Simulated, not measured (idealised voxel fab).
The name of this process module is voxel gate over fins.
Cross-section cut spans 220 nm and uses square cells 5 nm in size.
Cross-section spec: square-cell grid; bands listed top down; each band is one or more rows.
First you get the band's top height and its bottom height, in nm, and then the materials it's made of, left to right, with each width in nm. If you see a single material with "edge to edge", that one covers the band edge to edge. "air" is empty space.
Note: height 0 marks the level under which the wafer is uniformly one material as received. Lowest band unbounded below, written "0 -> down".
Quick explanation for "30->40": the width changes in equal steps down the rows of cells, from the first number in the band's top row to the second number in its bottom row.
Step note "everything unchanged" = no cross-section cell changed.
So "Enclosed internal voids" is basically the list of trapped voids: any empty space of 8 cells or more that can't reach the top through an opening. They're written width x height at distance, the distance being from the left edge, and it's all nm.
Whatever follows a step's settings on its line is a remark the simulator itself makes about that step.
The line of a step may include "overlay nm". On a step with a mask, this value is how far to the right of its planned place the mask lay. A negative value means the mask lay to the left.
Process steps - plan
1: RECEIVE [material Si]
2: CONFORMAL_DEP [material SiN] [thk nm 5]
3: DIRECTIONAL_DEP [material aC] [thk nm 10]
4: PATTERN [tone cover] [mask id FINS] [material resist] [width nm 15] [pitch nm 40] [thk nm 25] [overlay nm 0]
5: DIRECTIONAL_ETCH [etch materials aC] [depth nm 10]
6: STRIP [etch materials resist]
7: DIRECTIONAL_ETCH [etch materials SiN] [depth nm 5]
8: DIRECTIONAL_ETCH [etch materials Si] [depth nm 40]
9: STRIP [etch materials aC]
10: OXIDIZE [depth nm 5]
11: FILL_DEP [material SiO2] [thk nm 5]
12: CMP [height nm 5]
13: SELECTIVE_ETCH [etch materials SiO2] [depth nm 15]
14: STRIP [etch materials SiN]
15: CONFORMAL_DEP [material HfO2] [thk nm 5]
16: CONFORMAL_DEP [material TiN] [thk nm 5]
17: CONFORMAL_DEP [material TiAl] [thk nm 5]
18: CONFORMAL_DEP [material TiN] [thk nm 5]
19: FILL_DEP [material W] [thk nm 10]
20: CMP [height nm 25]
21: CONFORMAL_DEP [material SiCN] [thk nm 10]
Wafer, first of two, run as planned
Cross-section of the incoming wafer, state after step 1
> 0 -> down = Si edge to edge
> Enclosed internal voids: none
Take a look at the wafer's cross-section after step 2
> 5 -> 0 = SiN edge to edge
> Below 0 it's all the same as before, nothing changed down there.
Take a look at the wafer's cross-section after step 3
> 15 -> 5 = aC edge to edge
> Below 5 it's all the same as before, nothing changed down there.
Take a look at the wafer's cross-section after step 4
> 40 -> 15 = air 40 nm, resist 15 nm, air 25 nm, resist 15 nm, air 25 nm, resist 15 nm, air 25 nm, resist 15 nm, air 45 nm
> Below 15 it's all the same as before, nothing changed down there.
Take a look at the wafer's cross-section after step 5
> 30 -> 15 = air 40 nm, resist 15 nm, air 25 nm, resist 15 nm, air 25 nm, resist 15 nm, air 25 nm, resist 15 nm, air 45 nm
> 15 -> 5 = air 40 nm, aC 15 nm, air 25 nm, aC 15 nm, air 25 nm, aC 15 nm, air 25 nm, aC 15 nm, air 45 nm
> Below 5 it's all the same as before, nothing changed down there.
Take a look at the wafer's cross-section after step 6
> 15 -> 5 = air 40 nm, aC 15 nm, air 25 nm, aC 15 nm, air 25 nm, aC 15 nm, air 25 nm, aC 15 nm, air 45 nm
> Below 5 it's all the same as before, nothing changed down there.
Take a look at the wafer's cross-section after step 7
> 15 -> 5 = air 40 nm, aC 15 nm, air 25 nm, aC 15 nm, air 25 nm, aC 15 nm, air 25 nm, aC 15 nm, air 45 nm
> 5 -> 0 = air 40 nm, SiN 15 nm, air 25 nm, SiN 15 nm, air 25 nm, SiN 15 nm, air 25 nm, SiN 15 nm, air 45 nm
> Below 0 it's all the same as before, nothing changed down there.
Take a look at the wafer's cross-section after step 8
> 15 -> 5 = air 40 nm, aC 15 nm, air 25 nm, aC 15 nm, air 25 nm, aC 15 nm, air 25 nm, aC 15 nm, air 45 nm
> 5 -> 0 = air 40 nm, SiN 15 nm, air 25 nm, SiN 15 nm, air 25 nm, SiN 15 nm, air 25 nm, SiN 15 nm, air 45 nm
> 0 -> -40 = air 40 nm, Si 15 nm, air 25 nm, Si 15 nm, air 25 nm, Si 15 nm, air 25 nm, Si 15 nm, air 45 nm
> Below -40 it's all the same as before, nothing changed down there.
Take a look at the wafer's cross-section after step 9
> 5 -> 0 = air 40 nm, SiN 15 nm, air 25 nm, SiN 15 nm, air 25 nm, SiN 15 nm, air 25 nm, SiN 15 nm, air 45 nm
> Below 0 it's all the same as before, nothing changed down there.
Take a look at the wafer's cross-section after step 10
> 5 -> 0 = air 40 nm, SiN 15 nm, air 25 nm, SiN 15 nm, air 25 nm, SiN 15 nm, air 25 nm, SiN 15 nm, air 45 nm
> 0 -> -40 = air 40 nm, SiO2 5 nm, Si 5 nm, SiO2 5 nm, air 25 nm, SiO2 5 nm, Si 5 nm, SiO2 5 nm, air 25 nm, SiO2 5 nm, Si 5 nm, SiO2 5 nm, air 25 nm, SiO2 5 nm, Si 5 nm, SiO2 5 nm, air 45 nm
> -40 -> -45 = SiO2 45 nm, Si 5 nm, SiO2 35 nm, Si 5 nm, SiO2 35 nm, Si 5 nm, SiO2 35 nm, Si 5 nm, SiO2 50 nm
> Below -45 it's all the same as before, nothing changed down there.
Take a look at the wafer's cross-section after step 11
> 10 -> 5 = SiO2 edge to edge
> 5 -> 0 = SiO2 40 nm, SiN 15 nm, SiO2 25 nm, SiN 15 nm, SiO2 25 nm, SiN 15 nm, SiO2 25 nm, SiN 15 nm, SiO2 45 nm
> 0 -> -45 = SiO2 45 nm, Si 5 nm, SiO2 35 nm, Si 5 nm, SiO2 35 nm, Si 5 nm, SiO2 35 nm, Si 5 nm, SiO2 50 nm
> Below -45 it's all the same as before, nothing changed down there.
Take a look at the wafer's cross-section after step 12
> 5 -> 0 = SiO2 40 nm, SiN 15 nm, SiO2 25 nm, SiN 15 nm, SiO2 25 nm, SiN 15 nm, SiO2 25 nm, SiN 15 nm, SiO2 45 nm
> Below 0 it's all the same as before, nothing changed down there.
Take a look at the wafer's cross-section after step 13
> 5 -> 0 = air 40 nm, SiN 15 nm, air 25 nm, SiN 15 nm, air 25 nm, SiN 15 nm, air 25 nm, SiN 15 nm, air 45 nm
> 0 -> -10 = air 45 nm, Si 5 nm, air 35 nm, Si 5 nm, air 35 nm, Si 5 nm, air 35 nm, Si 5 nm, air 50 nm
> Below -10 it's all the same as before, nothing changed down there.
Take a look at the wafer's cross-section after step 14
> 0 -> -10 = air 45 nm, Si 5 nm, air 35 nm, Si 5 nm, air 35 nm, Si 5 nm, air 35 nm, Si 5 nm, air 50 nm
> Below -10 it's all the same as before, nothing changed down there.
Take a look at the wafer's cross-section after step 15
> 5 -> 0 = air 40 nm, HfO2 15 nm, air 25 nm, HfO2 15 nm, air 25 nm, HfO2 15 nm, air 25 nm, HfO2 15 nm, air 45 nm
> 0 -> -5 = air 40 nm, HfO2 5 nm, Si 5 nm, HfO2 5 nm, air 25 nm, HfO2 5 nm, Si 5 nm, HfO2 5 nm, air 25 nm, HfO2 5 nm, Si 5 nm, HfO2 5 nm, air 25 nm, HfO2 5 nm, Si 5 nm, HfO2 5 nm, air 45 nm
> -5 -> -10 = HfO2 45 nm, Si 5 nm, HfO2 35 nm, Si 5 nm, HfO2 35 nm, Si 5 nm, HfO2 35 nm, Si 5 nm, HfO2 50 nm
> Below -10 it's all the same as before, nothing changed down there.
Take a look at the wafer's cross-section after step 16
> 10 -> 5 = air 35 nm, TiN 25 nm, air 15 nm, TiN 25 nm, air 15 nm, TiN 25 nm, air 15 nm, TiN 25 nm, air 40 nm
> 5 -> 0 = air 35 nm, TiN 5 nm, HfO2 15 nm, TiN 5 nm, air 15 nm, TiN 5 nm, HfO2 15 nm, TiN 5 nm, air 15 nm, TiN 5 nm, HfO2 15 nm, TiN 5 nm, air 15 nm, TiN 5 nm, HfO2 15 nm, TiN 5 nm, air 40 nm
> 0 -> -5 = TiN 40 nm, HfO2 5 nm, Si 5 nm, HfO2 5 nm, TiN 25 nm, HfO2 5 nm, Si 5 nm, HfO2 5 nm, TiN 25 nm, HfO2 5 nm, Si 5 nm, HfO2 5 nm, TiN 25 nm, HfO2 5 nm, Si 5 nm, HfO2 5 nm, TiN 45 nm
> Below -5 it's all the same as before, nothing changed down there.
Take a look at the wafer's cross-section after step 17
> 15 -> 10 = air 30 nm, TiAl 35 nm, air 5 nm, TiAl 35 nm, air 5 nm, TiAl 35 nm, air 5 nm, TiAl 35 nm, air 35 nm
> 10 -> 5 = air 30 nm, TiAl 5 nm, TiN 25 nm, TiAl 5 nm, air 5 nm, TiAl 5 nm, TiN 25 nm, TiAl 5 nm, air 5 nm, TiAl 5 nm, TiN 25 nm, TiAl 5 nm, air 5 nm, TiAl 5 nm, TiN 25 nm, TiAl 5 nm, air 35 nm
> 5 -> 0 = TiAl 35 nm, TiN 5 nm, HfO2 15 nm, TiN 5 nm, TiAl 15 nm, TiN 5 nm, HfO2 15 nm, TiN 5 nm, TiAl 15 nm, TiN 5 nm, HfO2 15 nm, TiN 5 nm, TiAl 15 nm, TiN 5 nm, HfO2 15 nm, TiN 5 nm, TiAl 40 nm
> Below 0 it's all the same as before, nothing changed down there.
Take a look at the wafer's cross-section after step 18
> 20 -> 15 = air 25 nm, TiN 165 nm, air 30 nm
> 15 -> 10 = air 25 nm, TiN 5 nm, TiAl 35 nm, TiN 5 nm, TiAl 35 nm, TiN 5 nm, TiAl 35 nm, TiN 5 nm, TiAl 35 nm, TiN 5 nm, air 30 nm
> 10 -> 5 = TiN 30 nm, TiAl 5 nm, TiN 25 nm, TiAl 5 nm, TiN 5 nm, TiAl 5 nm, TiN 25 nm, TiAl 5 nm, TiN 5 nm, TiAl 5 nm, TiN 25 nm, TiAl 5 nm, TiN 5 nm, TiAl 5 nm, TiN 25 nm, TiAl 5 nm, TiN 35 nm
> Below 5 it's all the same as before, nothing changed down there.
Take a look at the wafer's cross-section after step 19
> 30 -> 20 = W edge to edge
> 20 -> 15 = W 25 nm, TiN 165 nm, W 30 nm
> 15 -> 10 = W 25 nm, TiN 5 nm, TiAl 35 nm, TiN 5 nm, TiAl 35 nm, TiN 5 nm, TiAl 35 nm, TiN 5 nm, TiAl 35 nm, TiN 5 nm, W 30 nm
> Below 10 it's all the same as before, nothing changed down there.
Take a look at the wafer's cross-section after step 20
> 25 -> 20 = W edge to edge
> Below 20 it's all the same as before, nothing changed down there.
Take a look at the wafer's cross-section after step 21
> 35 -> 25 = SiCN edge to edge
> Below 25 it's all the same as before, nothing changed down there.
Wafer two of two - same starting point, same process plan, one mistake in execution; matches wafer one up to and including step 15
Cross-section: second wafer, time at which step 16 was scheduled to end: everything unchanged
Cross-section: second wafer, time at which step 17 was scheduled to end
> 10 -> 5 = air 35 nm, TiAl 25 nm, air 15 nm, TiAl 25 nm, air 15 nm, TiAl 25 nm, air 15 nm, TiAl 25 nm, air 40 nm
> 5 -> 0 = air 35 nm, TiAl 5 nm, HfO2 15 nm, TiAl 5 nm, air 15 nm, TiAl 5 nm, HfO2 15 nm, TiAl 5 nm, air 15 nm, TiAl 5 nm, HfO2 15 nm, TiAl 5 nm, air 15 nm, TiAl 5 nm, HfO2 15 nm, TiAl 5 nm, air 40 nm
> 0 -> -5 = TiAl 40 nm, HfO2 5 nm, Si 5 nm, HfO2 5 nm, TiAl 25 nm, HfO2 5 nm, Si 5 nm, HfO2 5 nm, TiAl 25 nm, HfO2 5 nm, Si 5 nm, HfO2 5 nm, TiAl 25 nm, HfO2 5 nm, Si 5 nm, HfO2 5 nm, TiAl 45 nm
> Below -5 it's all the same as before, nothing changed down there.
Cross-section: second wafer, time at which step 18 was scheduled to end
> 15 -> 10 = air 30 nm, TiN 35 nm, air 5 nm, TiN 35 nm, air 5 nm, TiN 35 nm, air 5 nm, TiN 35 nm, air 35 nm
> 10 -> 5 = air 30 nm, TiN 5 nm, TiAl 25 nm, TiN 5 nm, air 5 nm, TiN 5 nm, TiAl 25 nm, TiN 5 nm, air 5 nm, TiN 5 nm, TiAl 25 nm, TiN 5 nm, air 5 nm, TiN 5 nm, TiAl 25 nm, TiN 5 nm, air 35 nm
> 5 -> 0 = TiN 35 nm, TiAl 5 nm, HfO2 15 nm, TiAl 5 nm, TiN 15 nm, TiAl 5 nm, HfO2 15 nm, TiAl 5 nm, TiN 15 nm, TiAl 5 nm, HfO2 15 nm, TiAl 5 nm, TiN 15 nm, TiAl 5 nm, HfO2 15 nm, TiAl 5 nm, TiN 40 nm
> Below 0 it's all the same as before, nothing changed down there.
Cross-section: second wafer, time at which step 19 was scheduled to end
> 25 -> 15 = W edge to edge
> 15 -> 10 = W 30 nm, TiN 35 nm, W 5 nm, TiN 35 nm, W 5 nm, TiN 35 nm, W 5 nm, TiN 35 nm, W 35 nm
> 10 -> 5 = W 30 nm, TiN 5 nm, TiAl 25 nm, TiN 5 nm, W 5 nm, TiN 5 nm, TiAl 25 nm, TiN 5 nm, W 5 nm, TiN 5 nm, TiAl 25 nm, TiN 5 nm, W 5 nm, TiN 5 nm, TiAl 25 nm, TiN 5 nm, W 35 nm
> Below 5 it's all the same as before, nothing changed down there.
Cross-section: second wafer, time at which step 20 was scheduled to end: everything unchanged
Cross-section: second wafer, time at which step 21 was scheduled to end
> 35 -> 25 = SiCN edge to edge
> Below 25 it's all the same as before, nothing changed down there.
Error vs. plan: with respect to the plan, step 16 was omitted and not executed
The closing comparison, in cells, has the second wafer with more or fewer of some materials than the first: TiN: 54 fewer; W: 54 more
